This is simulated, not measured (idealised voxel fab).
process module | voxel trench capacitor
cross-section cut | 175 nm wide | cells 5 nm
A cross-section is a grid of square cells, given in bands from the top down. A band is one or more rows of cells.
Each band's line starts with the height of the band's top and of its bottom, in nm. Then come its materials from left to right, each with its width in nm. One material with "throughout" fills the band from edge to edge. "air" is empty space.
Height 0 is the level under which the wafer as received is all one material. The lowest band goes on downwards, as in "0 down".
A width such as "30 to 40" changes by the same amount from each row of cells to the next, from the band's top row to its bottom row.
"no change" after a step means that no cell of the cross-section changed.
closed voids: empty space of 8 cells or more with no open way to the top, each as width x height at its distance from the left edge, in nm
after a step's settings: what the simulator itself notes on the step
overlay nm, on a step with a mask: how far to the right of its planned place the mask lay; to the left if negative
plan
1 op RECEIVE | material Si
2 op CONFORMAL_DEP | material SiN | thk nm 10
3 op PATTERN | tone open | mask id TRENCH | material resist | width nm 25 | pitch nm 45 | thk nm 15 | overlay nm 0
4 op DIRECTIONAL_ETCH | etch materials SiN | depth nm 10
5 op DIRECTIONAL_ETCH | etch materials Si | depth nm 40
6 op STRIP | etch materials resist
7 op CONFORMAL_DEP | material HfO2 | thk nm 5
8 op CONFORMAL_DEP | material TiN | thk nm 5
9 op FILL_DEP | material W | thk nm 5
10 op CMP | height nm 10
as received, after step 1
  0 down: Si throughout
  closed voids: none
a wafer at the end: this start, this plan, one mistake
  10 to 0: SiN 55 | HfO2 5 | TiN 10 | HfO2 5 | SiN 25 | HfO2 5 | TiN 10 | HfO2 5 | SiN 55
  0 to -35: Si 55 | HfO2 5 | TiN 10 | HfO2 5 | Si 25 | HfO2 5 | TiN 10 | HfO2 5 | Si 55
  -35 to -40: Si 55 | HfO2 20 | Si 25 | HfO2 20 | Si 55
  -40 down: Si throughout
  closed voids: none
what went wrong: step 3 ran as: op PATTERN | tone open | mask id TRENCH | material resist | width nm 20 | pitch nm 45 | thk nm 15 | overlay nm 0
